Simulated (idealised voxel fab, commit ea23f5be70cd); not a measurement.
Documented hereafter: the process module known as voxel trench capacitor.
Square cell edge 5 nm, section width 160 nm, ID cut.
Cross-section format: a grid of square cells, given as bands from top to bottom; each band is one or more rows of cells. Top, bottom (nm), then materials left to right with widths (nm); lone material tagged "all across" fills the whole band edge to edge; "air" = empty space. Zero point of the height axis is 0; under it, received wafer = one material. Lowest band: continues down indefinitely, "z 0 and below". Quick explanation for "30->40": the width changes in equal steps down the rows of cells, from the first number in the band's top row to the second number in its bottom row. When a step is marked "nothing altered", none of the cells in the cross-section changed during that step. "Enclosed internal voids" - sealed voids, min. 8 cells, no opening to top; format: width x height at distance (distance from left edge; nm throughout). Where a step's line continues beyond its settings, the continuation is a remark by the simulator itself on that step. When a step includes a mask, the "overlay nm" setting on its line states how far to the right of its planned place that mask lay, and negative values state how far to the left.

**Listed below are the process steps as planned**
1. op RECEIVE | material Si
2. op CONFORMAL_DEP | material SiN | thk nm 5
3. op DIRECTIONAL_DEP | material aC | thk nm 15
4. op PATTERN | tone open | mask id TRENCH | material resist | width nm 20 | pitch nm 40 | thk nm 35 | overlay nm 0
5. op DIRECTIONAL_ETCH | etch materials aC | depth nm 15
6. op STRIP | etch materials resist
7. op DIRECTIONAL_ETCH | etch materials SiN | depth nm 5
8. op DIRECTIONAL_ETCH | etch materials Si | depth nm 30
9. op STRIP | etch materials aC
10. op CONFORMAL_DEP | material SiO2 | thk nm 5
11. op FILL_DEP | material polySi | thk nm 10
12. op CMP | height nm -5
The wafers in this document start out alike and differ in the height nm applied at step 12; the plan shows the value used for the first wafer.

**The as-received cross-section of the first of several wafers corresponds to the state after step 1**
- z 0 and below = Si all across
- Enclosed internal voids: none

**The table below has one row for each wafer; a row shows, as of the end of the module, how many cells of each material the wafer has gained, marked (+), or lost, marked (-), since it was received, and then the wafer's closed voids**
height nm -5 | -92 Si | +36 SiO2 | +24 polySi | Enclosed internal voids: none
height nm 0 | -72 Si | +42 SiO2 | +30 polySi | Enclosed internal voids: none
height nm 5 | -72 Si | +20 SiN | +48 SiO2 | +36 polySi | Enclosed internal voids: none
height nm 10 | -72 Si | +20 SiN | +74 SiO2 | +42 polySi | Enclosed internal voids: none
height nm 15 | -72 Si | +20 SiN | +74 SiO2 | +74 polySi | Enclosed internal voids: none
height nm 20 | -72 Si | +20 SiN | +74 SiO2 | +106 polySi | Enclosed internal voids: none
